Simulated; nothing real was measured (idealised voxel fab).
process module | voxel transistor to metal
cross-section cut | 200 nm wide | cells 5 nm
A cross-section is a grid of square cells, given in bands from the top down. A band is one or more rows of cells.
Each band's line starts with the height of the band's top and of its bottom, in nm. Then come its materials from left to right, each with its width in nm. One material with "throughout" fills the band from edge to edge. "air" is empty space.
Height 0 is the level under which the wafer as received is all one material. The lowest band goes on downwards, as in "0 down".
A width such as "30 to 40" changes by the same amount from each row of cells to the next, from the band's top row to its bottom row.
"no change" after a step means that no cell of the cross-section changed.
closed voids: empty space of 8 cells or more with no open way to the top, each as width x height at its distance from the left edge, in nm
after a step's settings: what the simulator itself notes on the step
overlay nm, on a step with a mask: how far to the right of its planned place the mask lay; to the left if negative
plan
1 op RECEIVE | material Si
2 op CONFORMAL_DEP | material SiO2 | thk nm 5
3 op CONFORMAL_DEP | material SiN | thk nm 15
4 op MASKED_ETCH | tone cover | mask id ACTIVE | width nm 110 | etch materials SiN | depth nm 15 | overlay nm 0
5 op MASKED_ETCH | tone cover | mask id ACTIVE | width nm 110 | etch materials SiO2 | depth nm 5 | overlay nm 0
6 op MASKED_ETCH | tone cover | mask id ACTIVE | width nm 110 | etch materials Si | depth nm 30 | overlay nm 0
7 op FILL_DEP | material SiO2 | thk nm 15
8 op CMP | height nm 20
9 op SELECTIVE_ETCH | etch materials SiO2 | depth nm 5
10 op STRIP | etch materials SiN
11 op SELECTIVE_ETCH | etch materials SiO2 | depth nm 5
12 op OXIDIZE | depth nm 5
13 op DIRECTIONAL_DEP | material polySi | thk nm 20
14 op DIRECTIONAL_DEP | material SiCN | thk nm 10
15 op PATTERN | tone cover | mask id GATE | material resist | width nm 20 | thk nm 20 | overlay nm 0
16 op DIRECTIONAL_ETCH | etch materials SiCN | depth nm 20
17 op DIRECTIONAL_ETCH | etch materials polySi | depth nm 30
18 op STRIP | etch materials resist
19 op CONFORMAL_DEP | material SiN | thk nm 5
20 op DIRECTIONAL_ETCH | etch materials SiN | depth nm 5
21 op DIRECTIONAL_ETCH | etch materials SiO2 | depth nm 5
22 op DIRECTIONAL_ETCH | etch materials Si | depth nm 10
23 op EPI | material SiGe | thk nm 10
24 op FILL_DEP | material SiO2 | thk nm 10
25 op CMP | height nm 30
26 op DIRECTIONAL_DEP | material SiO2 | thk nm 10
27 op MASKED_ETCH | tone open | mask id CONTACT | width nm 15 | pitch nm 75 | etch materials SiO2 | depth nm 45 | overlay nm 0
28 op CONFORMAL_DEP | material TiN | thk nm 5
29 op FILL_DEP | material W | thk nm 10
30 op CMP | height nm 40
31 op CONFORMAL_DEP | material SiCN | thk nm 5
32 op DIRECTIONAL_DEP | material lowk | thk nm 20
33 op MASKED_ETCH | tone open | mask id METAL_1 | width nm 15 | pitch nm 75 | etch materials lowk | depth nm 20 | overlay nm 0
34 op MASKED_ETCH | tone open | mask id METAL_1 | width nm 15 | pitch nm 75 | etch materials SiCN | depth nm 5 | overlay nm 0
35 op CONFORMAL_DEP | material TiN | thk nm 5
36 op FILL_DEP | material Cu | thk nm 5
37 op CMP | height nm 65
38 op EPI | material Ru | thk nm 5
39 op FILL_DEP | material SiCN | thk nm 5
as received, after step 1
  0 down: Si throughout
  closed voids: none
first wafer at the end, as planned
  75 to 70: SiCN throughout
  70 to 65: SiCN 50 | Ru 25 | SiCN 50 | Ru 25 | SiCN 50
  65 to 45: lowk 55 | TiN 5 | Cu 5 | TiN 5 | lowk 60 | TiN 5 | Cu 5 | TiN 5 | lowk 55
  45 to 40: SiCN 55 | TiN 15 | SiCN 60 | TiN 15 | SiCN 55
  40 to 30: SiO2 55 | TiN 5 | W 5 | TiN 5 | SiO2 60 | TiN 5 | W 5 | TiN 5 | SiO2 55
  30 to 20: SiO2 55 | TiN 5 | W 5 | TiN 5 | SiO2 15 | SiN 5 | SiCN 20 | SiN 5 | SiO2 15 | TiN 5 | W 5 | TiN 5 | SiO2 55
  20 to 10: SiO2 55 | TiN 5 | W 5 | TiN 5 | SiO2 15 | SiN 5 | polySi 20 | SiN 5 | SiO2 15 | TiN 5 | W 5 | TiN 5 | SiO2 55
  10 to 5: SiO2 40 | SiN 5 | SiO2 10 | TiN 5 | W 5 | TiN 5 | SiO2 15 | SiN 5 | polySi 20 | SiN 5 | SiO2 15 | TiN 5 | W 5 | TiN 5 | SiO2 10 | SiN 5 | SiO2 40
  5 to 0: SiO2 40 | SiN 5 | SiO2 10 | TiN 5 | W 5 | TiN 5 | SiO2 5 | SiGe 10 | SiN 5 | polySi 20 | SiN 5 | SiGe 10 | SiO2 5 | TiN 5 | W 5 | TiN 5 | SiO2 10 | SiN 5 | SiO2 40
  0 to -5: SiO2 55 | TiN 15 | SiO2 5 | SiGe 10 | SiO2 30 | SiGe 10 | SiO2 5 | TiN 15 | SiO2 55
  -5 to -15: SiO2 45 | SiGe 40 | Si 30 | SiGe 40 | SiO2 45
  -15 to -30: SiO2 45 | Si 110 | SiO2 45
  -30 down: Si throughout
  closed voids: none
second wafer at the end: like start, like plan, one mistake
  75 to 70: SiCN throughout
  70 to 65: SiCN 50 | Ru 25 | SiCN 50 | Ru 25 | SiCN 50
  65 to 45: lowk 55 | TiN 5 | Cu 5 | TiN 5 | lowk 60 | TiN 5 | Cu 5 | TiN 5 | lowk 55
  45 to 40: SiCN 55 | TiN 15 | SiCN 60 | TiN 15 | SiCN 55
  40 to 35: SiO2 55 | TiN 5 | W 5 | TiN 5 | SiO2 60 | TiN 5 | W 5 | TiN 5 | SiO2 55
  35 to 30: SiO2 55 | TiN 15 | SiO2 60 | TiN 15 | SiO2 55
  30 to 20: polySi 40 | SiCN 50 | SiN 5 | SiO2 10 | SiN 5 | SiCN 50 | polySi 40
  20 to 10: polySi 90 | SiN 5 | SiO2 10 | SiN 5 | polySi 90
  10 to 5: SiO2 40 | polySi 50 | SiN 5 | SiO2 10 | SiN 5 | polySi 50 | SiO2 40
  5 to 0: SiO2 40 | polySi 50 | SiN 5 | SiGe 10 | SiN 5 | polySi 50 | SiO2 40
  0 to -5: SiO2 95 | SiGe 10 | SiO2 95
  -5 to -15: SiO2 45 | Si 50 | SiGe 10 | Si 50 | SiO2 45
  -15 to -30: SiO2 45 | Si 110 | SiO2 45
  -30 down: Si throughout
  closed voids: none
what went wrong: step 15 ran as: op PATTERN | tone open | mask id GATE | material resist | width nm 20 | thk nm 20 | overlay nm 0
at the end the second wafer has, in cells: 28 more of Si | 32 more of SiCN | 32 fewer of SiGe | 4 fewer of SiN | 110 fewer of SiO2 | 28 fewer of TiN | 14 fewer of W | 128 more of polySi
